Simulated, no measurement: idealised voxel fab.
Process module name: voxel released beams
Each square cell in cross-section cut measures 5 nm, and the section as a whole is 245 nm wide.
Think of the cross-section as a grid of square cells. We describe it in bands, top to bottom, and each band covers one or more rows of those cells.
Heads up on the band format: heights come first, top then bottom, in nm. After that it's the materials left to right, each with its width in nm. A single material flagged "edge to edge" fills the whole band edge to edge, and "air" means there's empty space there.
The level at which height equals 0 is the one under which the wafer, as it arrives, is entirely one material. No lower edge exists for the bottom band, which continues downward and is notated as in "0 down".
The two numbers in a width such as "30 to 40" mark its ends across the band: the first belongs to the top row of cells, the second to the bottom row, and from each row to the next the width moves by the same amount.
Given "everything unchanged" for a step, no cell of the cross-section differs between before and after that step.
Closed-off voids of 8+ cells (no open route to the top) go in "Sealed internal cavities", written width x height at distance from the left edge, in nm.
Formally, on a step line, whatever follows the settings is a remark that the simulator itself makes on the step.
The line of a step may include "overlay nm". On a step with a mask, this value is how far to the right of its planned place the mask lay. A negative value means the mask lay to the left.

# plan
| 1 | RECEIVE,material Si |
| 2 | CONFORMAL_DEP,material SiN,thk nm 5 |
| 3 | DIRECTIONAL_DEP,material SiO2,thk nm 20 |
| 4 | MASKED_ETCH,tone open,mask id ANCHOR,width nm 25,etch materials SiO2,depth nm 20,overlay nm -15 |
| 5 | CONFORMAL_DEP,material TiN,thk nm 10 |
| 6 | DIRECTIONAL_DEP,material aC,thk nm 15 |
| 7 | PATTERN,tone cover,mask id BEAM,material resist,width nm 100,thk nm 30,overlay nm 0 |
| 8 | DIRECTIONAL_ETCH,etch materials aC,depth nm 15 |
| 9 | STRIP,etch materials resist |
| 10 | DIRECTIONAL_ETCH,etch materials TiN,depth nm 10 |
| 11 | STRIP,etch materials aC |
| 12 | STRIP,etch materials SiO2 |
The wafers in this document start out alike and differ in the overlay nm applied at step 4; the plan shows the value used for the first wafer.

# First of several wafers, received after step 1, in cross-section
    0 down  Si edge to edge
    Sealed internal cavities: none

# Here is how to read the rows: every wafer has a row, and it shows the wafer at the end of the module, giving for each material how many cells were gained (+) or lost (-) since the wafer was received, then listing its closed voids
overlay nm -15 | +49 SiN | +56 TiN | Sealed internal cavities: none
overlay nm -10 | +49 SiN | +56 TiN | Sealed internal cavities: none
overlay nm -5 | +49 SiN | +56 TiN | Sealed internal cavities: none
overlay nm 0 | +49 SiN | +56 TiN | Sealed internal cavities: none
overlay nm 5 | +49 SiN | +56 TiN | Sealed internal cavities: none
overlay nm 10 | +49 SiN | +56 TiN | Sealed internal cavities: none
overlay nm 15 | +49 SiN | +56 TiN | Sealed internal cavities: none
